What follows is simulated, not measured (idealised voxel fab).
Name of the process module below: voxel transistor to metal
The cross-section on display is named cut; it measures 160 nm wide, and its cells are 5 nm squares.
Reading order for cross-sections: top band down to bottom band. Underlying form: a grid of square cells. Band size: one or more rows of cells. The entry gives the band's vertical extent as a top height and a bottom height in nm, then its horizontal make-up as materials from left to right, each with a width in nm. "empty" stands for empty space; a single material marked "everywhere" fills the band edge to edge. We count height from 0. Below that, the starting wafer is all one material. The lowest band never ends at the bottom but goes on down; see "from 0 down" for how that is written. The two numbers in a width such as "30 to 40" mark its ends across the band: the first belongs to the top row of cells, the second to the bottom row, and from each row to the next the width moves by the same amount. When a step is marked "changes: none", none of the cells in the cross-section changed during that step. So "Sealed void listing" is basically the list of trapped voids: any empty space of 8 cells or more that can't reach the top through an opening. They're written width x height at distance, the distance being from the left edge, and it's all nm. after a step's settings: what the simulator itself notes on the step. overlay nm, on a step with a mask: how far to the right of its planned place the mask lay; to the left if negative.
[List of planned process steps]
1: RECEIVE | material Si
2: CONFORMAL_DEP | material SiO2 | thk nm 5
3: CONFORMAL_DEP | material SiN | thk nm 15
4: MASKED_ETCH | tone cover | mask id ACTIVE | width nm 125 | etch materials SiN | depth nm 15 | overlay nm 0
5: MASKED_ETCH | tone cover | mask id ACTIVE | width nm 125 | etch materials SiO2 | depth nm 5 | overlay nm 0
6: MASKED_ETCH | tone cover | mask id ACTIVE | width nm 125 | etch materials Si | depth nm 25 | overlay nm 0
7: FILL_DEP | material SiO2 | thk nm 15
8: CMP | height nm 20
9: SELECTIVE_ETCH | etch materials SiO2 | depth nm 15
10: STRIP | etch materials SiN
11: SELECTIVE_ETCH | etch materials SiO2 | depth nm 5
12: OXIDIZE | depth nm 5
13: DIRECTIONAL_DEP | material polySi | thk nm 30
14: DIRECTIONAL_DEP | material SiCN | thk nm 10
15: DIRECTIONAL_DEP | material aC | thk nm 10
16: PATTERN | tone cover | mask id GATE | material resist | width nm 25 | thk nm 25 | overlay nm 0
17: DIRECTIONAL_ETCH | etch materials aC | depth nm 10
18: STRIP | etch materials resist
19: DIRECTIONAL_ETCH | etch materials SiCN | depth nm 20
20: DIRECTIONAL_ETCH | etch materials polySi | depth nm 40
21: STRIP | etch materials aC
22: CONFORMAL_DEP | material SiO2 | thk nm 5
23: DIRECTIONAL_ETCH | etch materials SiO2 | depth nm 5
24: CONFORMAL_DEP | material SiN | thk nm 10
25: DIRECTIONAL_ETCH | etch materials SiN | depth nm 10
26: DIRECTIONAL_ETCH | etch materials SiO2 | depth nm 5
27: EPI | material pSi | thk nm 5
28: FILL_DEP | material SiO2 | thk nm 10
29: CMP | height nm 30
30: STRIP | etch materials polySi
31: SELECTIVE_ETCH | etch materials SiO2 | depth nm 5
32: CONFORMAL_DEP | material HfO2 | thk nm 5
33: CONFORMAL_DEP | material TiN | thk nm 5
34: FILL_DEP | material W | thk nm 5
35: CMP | height nm 25
36: DIRECTIONAL_DEP | material SiO2 | thk nm 10
37: PATTERN | tone open | mask id CONTACT | material resist | width nm 20 | pitch nm 85 | thk nm 20 | overlay nm 0
38: DIRECTIONAL_ETCH | etch materials SiO2 | depth nm 35
39: STRIP | etch materials resist
40: CONFORMAL_DEP | material TiN | thk nm 5
41: FILL_DEP | material Ru | thk nm 5
42: CMP | height nm 35
43: DIRECTIONAL_DEP | material TiN | thk nm 5
44: DIRECTIONAL_DEP | material W | thk nm 25
45: MASKED_ETCH | tone cover | mask id METAL_1 | width nm 20 | pitch nm 85 | etch materials W | depth nm 25 | overlay nm 0
46: MASKED_ETCH | tone cover | mask id METAL_1 | width nm 20 | pitch nm 85 | etch materials TiN | depth nm 5 | overlay nm 0
47: CONFORMAL_DEP | material SiCN | thk nm 5
48: FILL_DEP | material lowk | thk nm 10
49: CMP | height nm 65
50: CONFORMAL_DEP | material SiCN | thk nm 5
51: DIRECTIONAL_DEP | material SiO2 | thk nm 25
52: MASKED_ETCH | tone open | mask id METAL_2 | width nm 20 | pitch nm 85 | etch materials SiO2 | depth nm 15 | overlay nm 0
53: DIRECTIONAL_DEP | material aC | thk nm 15
54: PATTERN | tone open | mask id METAL_2_HOLES | material resist | width nm 15 | pitch nm 85 | thk nm 30 | overlay nm 0
55: DIRECTIONAL_ETCH | etch materials aC | depth nm 15
56: STRIP | etch materials resist
57: DIRECTIONAL_ETCH | etch materials SiO2 | depth nm 10
58: DIRECTIONAL_ETCH | etch materials SiCN | depth nm 5
59: STRIP | etch materials aC
60: CONFORMAL_DEP | material TiN | thk nm 5
61: FILL_DEP | material Cu | thk nm 5
62: CMP | height nm 95
63: CONFORMAL_DEP | material SiCN | thk nm 5
[Received-state cross-section, reflecting completion of step 1]
> from 0 down  Si everywhere
> Sealed void listing: none
[First of two wafers: cross-section at end of module, run per plan]
> from 100 to 95  SiCN everywhere
> from 95 to 85  SiO2: 25 / TiN: 5 / Cu: 10 / TiN: 5 / SiO2: 65 / TiN: 5 / Cu: 10 / TiN: 5 / SiO2: 30
> from 85 to 80  SiO2: 25 / TiN: 5 / Cu: 5 / TiN: 10 / SiO2: 65 / TiN: 5 / Cu: 5 / TiN: 10 / SiO2: 30
> from 80 to 70  SiO2: 25 / TiN: 5 / Cu: 5 / TiN: 5 / SiO2: 70 / TiN: 5 / Cu: 5 / TiN: 5 / SiO2: 35
> from 70 to 65  SiCN: 25 / TiN: 15 / SiCN: 70 / TiN: 15 / SiCN: 35
> from 65 to 40  lowk: 20 / SiCN: 5 / W: 20 / SiCN: 5 / lowk: 55 / SiCN: 5 / W: 20 / SiCN: 5 / lowk: 25
> from 40 to 35  SiCN: 25 / TiN: 20 / SiCN: 65 / TiN: 20 / SiCN: 30
> from 35 to 25  SiO2: 25 / TiN: 5 / Ru: 10 / TiN: 5 / SiO2: 65 / TiN: 5 / Ru: 10 / TiN: 5 / SiO2: 30
> from 25 to 5  SiO2: 25 / TiN: 5 / Ru: 10 / TiN: 5 / SiO2: 5 / SiN: 10 / HfO2: 5 / TiN: 5 / W: 15 / TiN: 5 / HfO2: 5 / SiN: 10 / SiO2: 5 / TiN: 5 / Ru: 10 / TiN: 5 / SiO2: 30
> from 5 to 0  SiO2: 25 / TiN: 20 / SiO2: 5 / SiN: 10 / HfO2: 5 / TiN: 25 / HfO2: 5 / SiN: 10 / SiO2: 5 / TiN: 20 / SiO2: 30
> from 0 to -5  SiO2: 10 / pSi: 40 / SiO2: 10 / HfO2: 35 / SiO2: 10 / pSi: 40 / SiO2: 15
> from -5 to -25  SiO2: 15 / Si: 125 / SiO2: 20
> from -25 down  Si everywhere
> Sealed void listing: none
[Wafer two cross-section, module end. Start and plan unchanged from wafer one; one mistake made during the run]
> from 100 to 95  SiCN everywhere
> from 95 to 85  SiO2: 25 / TiN: 5 / Cu: 10 / TiN: 5 / SiO2: 65 / TiN: 5 / Cu: 10 / TiN: 5 / SiO2: 30
> from 85 to 80  SiO2: 25 / TiN: 5 / Cu: 5 / TiN: 10 / SiO2: 65 / TiN: 5 / Cu: 5 / TiN: 10 / SiO2: 30
> from 80 to 70  SiO2: 25 / TiN: 5 / Cu: 5 / TiN: 5 / SiO2: 70 / TiN: 5 / Cu: 5 / TiN: 5 / SiO2: 35
> from 70 to 65  SiCN: 25 / TiN: 15 / SiCN: 70 / TiN: 15 / SiCN: 35
> from 65 to 40  lowk: 20 / SiCN: 5 / W: 20 / SiCN: 5 / lowk: 55 / SiCN: 5 / W: 20 / SiCN: 5 / lowk: 25
> from 40 to 35  SiCN: 25 / TiN: 20 / SiCN: 65 / TiN: 20 / SiCN: 30
> from 35 to 25  SiO2: 25 / TiN: 5 / Ru: 10 / TiN: 5 / SiO2: 65 / TiN: 5 / Ru: 10 / TiN: 5 / SiO2: 30
> from 25 to 10  SiO2: 25 / TiN: 5 / Ru: 10 / TiN: 5 / SiO2: 5 / SiN: 10 / HfO2: 5 / TiN: 5 / W: 15 / TiN: 5 / HfO2: 5 / SiN: 10 / SiO2: 5 / TiN: 5 / Ru: 10 / TiN: 5 / SiO2: 30
> from 10 to 5  SiO2: 25 / TiN: 20 / SiO2: 5 / SiN: 10 / HfO2: 5 / TiN: 25 / HfO2: 5 / SiN: 10 / SiO2: 5 / TiN: 20 / SiO2: 30
> from 5 to 0  SiO2: 5 / SiN: 10 / SiO2: 5 / pSi: 30 / SiO2: 10 / HfO2: 35 / SiO2: 10 / pSi: 30 / SiO2: 5 / SiN: 10 / SiO2: 10
> from 0 to -5  SiO2: 25 / Si: 105 / SiO2: 30
> from -5 to -25  SiO2: 15 / Si: 125 / SiO2: 20
> from -25 down  Si everywhere
> Sealed void listing: none
Which mistake was made when the wafer was run? a sequencing error occurred in which plan steps 10 and 11 were transposed
The closing comparison, in cells, has the second wafer with more or fewer of some materials than the first: 2 fewer of HfO2, 4 fewer of Ru, 21 more of Si, 2 fewer of SiO2, 6 fewer of TiN, 3 fewer of W, 4 fewer of pSi
